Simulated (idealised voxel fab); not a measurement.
process module | voxel self aligned vias
cross-section cut | 265 nm wide | cells 5 nm
A cross-section is a grid of square cells, given in bands from the top down. A band is one or more rows of cells.
Each band's line starts with the height of the band's top and of its bottom, in nm. Then come its materials from left to right, each with its width in nm. One material with "throughout" fills the band from edge to edge. "air" is empty space.
Height 0 is the level under which the wafer as received is all one material. The lowest band goes on downwards, as in "0 down".
A width such as "30 to 40" changes by the same amount from each row of cells to the next, from the band's top row to its bottom row.
"no change" after a step means that no cell of the cross-section changed.
closed voids: empty space of 8 cells or more with no open way to the top, each as width x height at its distance from the left edge, in nm
after a step's settings: what the simulator itself notes on the step
overlay nm, on a step with a mask: how far to the right of its planned place the mask lay; to the left if negative
plan
1 op RECEIVE | material Si
2 op CONFORMAL_DEP | material SiO2 | thk nm 10
3 op CONFORMAL_DEP | material SiCN | thk nm 5
4 op DIRECTIONAL_DEP | material SiO2 | thk nm 25
5 op MASKED_ETCH | tone open | mask id LINES | width nm 25 | pitch nm 60 | etch materials SiO2 | depth nm 25 | overlay nm 0
6 op CONFORMAL_DEP | material TiN | thk nm 5
7 op FILL_DEP | material W | thk nm 10
8 op CMP | height nm 40
9 op SELECTIVE_ETCH | etch materials W Ru TiN | depth nm 5
10 op FILL_DEP | material SiN | thk nm 10
11 op CMP | height nm 40
12 op DIRECTIONAL_DEP | material SiO2 | thk nm 20
13 op PATTERN | tone open | mask id VIAS | material resist | width nm 35 | pitch nm 120 | thk nm 20 | overlay nm 0
14 op DIRECTIONAL_ETCH | etch materials SiO2 | depth nm 20
15 op DIRECTIONAL_ETCH | etch materials SiN | depth nm 5
16 op STRIP | etch materials resist
17 op CONFORMAL_DEP | material TiN | thk nm 5
18 op FILL_DEP | material Ru | thk nm 5
19 op CMP | height nm 60
20 op CONFORMAL_DEP | material SiN | thk nm 5
first wafer, as planned
as received, after step 1
  0 down: Si throughout
  closed voids: none
after step 2
  10 to 0: SiO2 throughout
  below 0: unchanged
after step 3
  15 to 10: SiCN throughout
  below 10: unchanged
after step 4
  40 to 15: SiO2 throughout
  below 15: unchanged
after step 5
  40 to 15: SiO2 60 | air 25 | SiO2 35 | air 25 | SiO2 35 | air 25 | SiO2 60
  below 15: unchanged
after step 6
  45 to 40: TiN 65 | air 15 | TiN 45 | air 15 | TiN 45 | air 15 | TiN 65
  40 to 20: SiO2 60 | TiN 5 | air 15 | TiN 5 | SiO2 35 | TiN 5 | air 15 | TiN 5 | SiO2 35 | TiN 5 | air 15 | TiN 5 | SiO2 60
  20 to 15: SiO2 60 | TiN 25 | SiO2 35 | TiN 25 | SiO2 35 | TiN 25 | SiO2 60
  below 15: unchanged
after step 7
  55 to 45: W throughout
  45 to 40: TiN 65 | W 15 | TiN 45 | W 15 | TiN 45 | W 15 | TiN 65
  40 to 20: SiO2 60 | TiN 5 | W 15 | TiN 5 | SiO2 35 | TiN 5 | W 15 | TiN 5 | SiO2 35 | TiN 5 | W 15 | TiN 5 | SiO2 60
  below 20: unchanged
after step 8
  40 to 20: SiO2 60 | TiN 5 | W 15 | TiN 5 | SiO2 35 | TiN 5 | W 15 | TiN 5 | SiO2 35 | TiN 5 | W 15 | TiN 5 | SiO2 60
  below 20: unchanged
after step 9
  40 to 35: SiO2 60 | air 25 | SiO2 35 | air 25 | SiO2 35 | air 25 | SiO2 60
  below 35: unchanged
after step 10
  50 to 40: SiN throughout
  40 to 35: SiO2 60 | SiN 25 | SiO2 35 | SiN 25 | SiO2 35 | SiN 25 | SiO2 60
  below 35: unchanged
after step 11
  40 to 35: SiO2 60 | SiN 25 | SiO2 35 | SiN 25 | SiO2 35 | SiN 25 | SiO2 60
  below 35: unchanged
after step 12
  60 to 40: SiO2 throughout
  below 40: unchanged
after step 13
  80 to 60: resist 55 | air 35 | resist 85 | air 35 | resist 55
  below 60: unchanged
after step 14
  80 to 60: resist 55 | air 35 | resist 85 | air 35 | resist 55
  60 to 40: SiO2 55 | air 35 | SiO2 85 | air 35 | SiO2 55
  below 40: unchanged
after step 15
  80 to 60: resist 55 | air 35 | resist 85 | air 35 | resist 55
  60 to 40: SiO2 55 | air 35 | SiO2 85 | air 35 | SiO2 55
  40 to 35: SiO2 60 | air 25 | SiO2 35 | SiN 25 | SiO2 35 | air 25 | SiO2 60
  below 35: unchanged
after step 16
  60 to 40: SiO2 55 | air 35 | SiO2 85 | air 35 | SiO2 55
  below 40: unchanged
after step 17
  65 to 60: TiN 60 | air 25 | TiN 95 | air 25 | TiN 60
  60 to 45: SiO2 55 | TiN 5 | air 25 | TiN 5 | SiO2 85 | TiN 5 | air 25 | TiN 5 | SiO2 55
  45 to 40: SiO2 55 | TiN 10 | air 15 | TiN 10 | SiO2 85 | TiN 10 | air 15 | TiN 10 | SiO2 55
  40 to 35: SiO2 60 | TiN 25 | SiO2 35 | SiN 25 | SiO2 35 | TiN 25 | SiO2 60
  below 35: unchanged
after step 18
  70 to 65: Ru throughout
  65 to 60: TiN 60 | Ru 25 | TiN 95 | Ru 25 | TiN 60
  60 to 45: SiO2 55 | TiN 5 | Ru 25 | TiN 5 | SiO2 85 | TiN 5 | Ru 25 | TiN 5 | SiO2 55
  45 to 40: SiO2 55 | TiN 10 | Ru 15 | TiN 10 | SiO2 85 | TiN 10 | Ru 15 | TiN 10 | SiO2 55
  below 40: unchanged
after step 19
  60 to 45: SiO2 55 | TiN 5 | Ru 25 | TiN 5 | SiO2 85 | TiN 5 | Ru 25 | TiN 5 | SiO2 55
  below 45: unchanged
after step 20
  65 to 60: SiN throughout
  below 60: unchanged
second wafer: like start, like plan, one mistake. Through step 4 it matches the first wafer
when step 5 should have ended
  40 to 15: air 60 | SiO2 25 | air 35 | SiO2 25 | air 35 | SiO2 25 | air 60
  below 15: unchanged
when step 6 should have ended
  45 to 40: air 55 | TiN 35 | air 25 | TiN 35 | air 25 | TiN 35 | air 55
  40 to 20: air 55 | TiN 5 | SiO2 25 | TiN 5 | air 25 | TiN 5 | SiO2 25 | TiN 5 | air 25 | TiN 5 | SiO2 25 | TiN 5 | air 55
  20 to 15: TiN 60 | SiO2 25 | TiN 35 | SiO2 25 | TiN 35 | SiO2 25 | TiN 60
  below 15: unchanged
when step 7 should have ended
  55 to 45: W throughout
  45 to 40: W 55 | TiN 35 | W 25 | TiN 35 | W 25 | TiN 35 | W 55
  40 to 20: W 55 | TiN 5 | SiO2 25 | TiN 5 | W 25 | TiN 5 | SiO2 25 | TiN 5 | W 25 | TiN 5 | SiO2 25 | TiN 5 | W 55
  below 20: unchanged
when step 8 should have ended
  40 to 20: W 55 | TiN 5 | SiO2 25 | TiN 5 | W 25 | TiN 5 | SiO2 25 | TiN 5 | W 25 | TiN 5 | SiO2 25 | TiN 5 | W 55
  below 20: unchanged
when step 9 should have ended
  40 to 35: air 60 | SiO2 25 | air 35 | SiO2 25 | air 35 | SiO2 25 | air 60
  below 35: unchanged
when step 10 should have ended
  50 to 40: SiN throughout
  40 to 35: SiN 60 | SiO2 25 | SiN 35 | SiO2 25 | SiN 35 | SiO2 25 | SiN 60
  below 35: unchanged
when step 11 should have ended
  40 to 35: SiN 60 | SiO2 25 | SiN 35 | SiO2 25 | SiN 35 | SiO2 25 | SiN 60
  below 35: unchanged
when step 12 should have ended
  60 to 40: SiO2 throughout
  below 40: unchanged
when step 13 should have ended
  80 to 60: resist 55 | air 35 | resist 85 | air 35 | resist 55
  below 60: unchanged
when step 14 should have ended
  80 to 60: resist 55 | air 35 | resist 85 | air 35 | resist 55
  60 to 40: SiO2 55 | air 35 | SiO2 85 | air 35 | SiO2 55
  below 40: unchanged
when step 15 should have ended
  80 to 60: resist 55 | air 35 | resist 85 | air 35 | resist 55
  60 to 40: SiO2 55 | air 35 | SiO2 85 | air 35 | SiO2 55
  40 to 35: SiN 55 | air 5 | SiO2 25 | air 5 | SiN 30 | SiO2 25 | SiN 30 | air 5 | SiO2 25 | air 5 | SiN 55
  below 35: unchanged
when step 16 should have ended
  60 to 40: SiO2 55 | air 35 | SiO2 85 | air 35 | SiO2 55
  below 40: unchanged
when step 17 should have ended
  65 to 60: TiN 60 | air 25 | TiN 95 | air 25 | TiN 60
  60 to 45: SiO2 55 | TiN 5 | air 25 | TiN 5 | SiO2 85 | TiN 5 | air 25 | TiN 5 | SiO2 55
  45 to 40: SiO2 55 | TiN 35 | SiO2 85 | TiN 35 | SiO2 55
  40 to 35: SiN 55 | TiN 5 | SiO2 25 | TiN 5 | SiN 30 | SiO2 25 | SiN 30 | TiN 5 | SiO2 25 | TiN 5 | SiN 55
  below 35: unchanged
when step 18 should have ended
  70 to 65: Ru throughout
  65 to 60: TiN 60 | Ru 25 | TiN 95 | Ru 25 | TiN 60
  60 to 45: SiO2 55 | TiN 5 | Ru 25 | TiN 5 | SiO2 85 | TiN 5 | Ru 25 | TiN 5 | SiO2 55
  below 45: unchanged
when step 19 should have ended
  60 to 45: SiO2 55 | TiN 5 | Ru 25 | TiN 5 | SiO2 85 | TiN 5 | Ru 25 | TiN 5 | SiO2 55
  below 45: unchanged
when step 20 should have ended
  65 to 60: SiN throughout
  below 60: unchanged
what went wrong: step 5 ran as: op MASKED_ETCH | tone cover | mask id LINES | width nm 25 | pitch nm 60 | etch materials SiO2 | depth nm 25 | overlay nm 0
at the end the second wafer has, in cells: 6 fewer of Ru | 29 more of SiN | 115 fewer of SiO2 | 23 more of TiN | 69 more of W
